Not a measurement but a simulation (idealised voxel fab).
Herein follows the process module entitled voxel self aligned contacts.
Cross-sectional view cut (width: 245 nm; square cell size: 5 nm).
Think of the cross-section as a grid of square cells. We describe it in bands, top to bottom, and each band covers one or more rows of those cells.
First you get the band's top height and its bottom height, in nm, and then the materials it's made of, left to right, with each width in nm. If you see a single material with "edge to edge", that one covers the band edge to edge. "empty" is empty space.
Ref level 0: as-received wafer is one material below here. Bottom band extends down with no lower bound ("0 and below").
Width "30..40": first value at the band's top row of cells, second value at its bottom row, equal change from row to row.
Where the words "all unchanged" appear for a step, the cross-section shows no cell changed by that step; every cell remained as before.
You'll see "Closed void inventory" listing empty spaces that have no way open to the top, as long as they're 8 cells or more; the notation is width x height at distance, where the distance is from the left edge, and all of it is in nm.
Post-settings text on a step line: simulator's own remark regarding the step.
"overlay nm", when on a step's line for a step with a mask, measures how far to the right of its planned place the mask lay; a negative measure means to the left.
Planned process steps
| 1 | RECEIVE with material Si |
| 2 | OXIDIZE with depth nm 5 |
| 3 | DIRECTIONAL_DEP with material polySi, thk nm 30 |
| 4 | DIRECTIONAL_DEP with material SiN, thk nm 15 |
| 5 | MASKED_ETCH with tone cover, mask id GATE, width nm 35, pitch nm 70, etch materials SiN, depth nm 15, overlay nm 0 |
| 6 | MASKED_ETCH with tone cover, mask id GATE, width nm 35, pitch nm 70, etch materials polySi, depth nm 30, overlay nm 0 |
| 7 | CONFORMAL_DEP with material SiN, thk nm 5 |
| 8 | DIRECTIONAL_ETCH with etch materials SiN, depth nm 5 |
| 9 | FILL_DEP with material SiO2, thk nm 15 |
| 10 | CMP with height nm 50 |
| 11 | DIRECTIONAL_DEP with material aC, thk nm 15 |
| 12 | PATTERN with tone open, mask id CONTACT, material resist, width nm 55, pitch nm 70, thk nm 35, overlay nm 0 |
| 13 | DIRECTIONAL_ETCH with etch materials aC, depth nm 15 |
| 14 | STRIP with etch materials resist |
| 15 | DIRECTIONAL_ETCH with etch materials SiO2, depth nm 55 |
| 16 | STRIP with etch materials aC |
| 17 | CONFORMAL_DEP with material TiN, thk nm 5 |
| 18 | FILL_DEP with material Ru, thk nm 10 |
| 19 | CMP with height nm 50 |
| 20 | CONFORMAL_DEP with material SiCN, thk nm 5 |
Cross-section of the wafer upon arrival, representing the state reached after step 1
	0 and below = Si edge to edge
	Closed void inventory: none
End-of-module cross-section. Starting structure and process plan as above; one mistake made in running it
	55 down to 50 = SiCN edge to edge
	50 down to 45 = 30 nm SiO2, then 50 nm TiN, then 15 nm Ru, then 55 nm TiN, then 15 nm Ru, then 50 nm TiN, then 30 nm SiO2
	45 down to 30 = 30 nm SiO2, then 5 nm TiN, then 35 nm SiN, then 10 nm TiN, then 15 nm Ru, then 10 nm TiN, then 35 nm SiN, then 10 nm TiN, then 15 nm Ru, then 10 nm TiN, then 35 nm SiN, then 5 nm TiN, then 30 nm SiO2
	30 down to 10 = 30 nm SiO2, then 5 nm TiN, then 35 nm polySi, then 10 nm TiN, then 15 nm Ru, then 10 nm TiN, then 35 nm polySi, then 10 nm TiN, then 15 nm Ru, then 10 nm TiN, then 35 nm polySi, then 5 nm TiN, then 30 nm SiO2
	10 down to 5 = 30 nm SiO2, then 5 nm TiN, then 35 nm polySi, then 35 nm TiN, then 35 nm polySi, then 35 nm TiN, then 35 nm polySi, then 5 nm TiN, then 30 nm SiO2
	5 down to 0 = 35 nm TiN, then 35 nm polySi, then 35 nm TiN, then 35 nm polySi, then 35 nm TiN, then 35 nm polySi, then 35 nm TiN
	0 down to -5 = SiO2 edge to edge
	-5 and below = Si edge to edge
	Closed void inventory: none
Deviation from plan: in deviation from the planned setting, step 7 was conducted as CONFORMAL_DEP with material TiN, thk nm 5
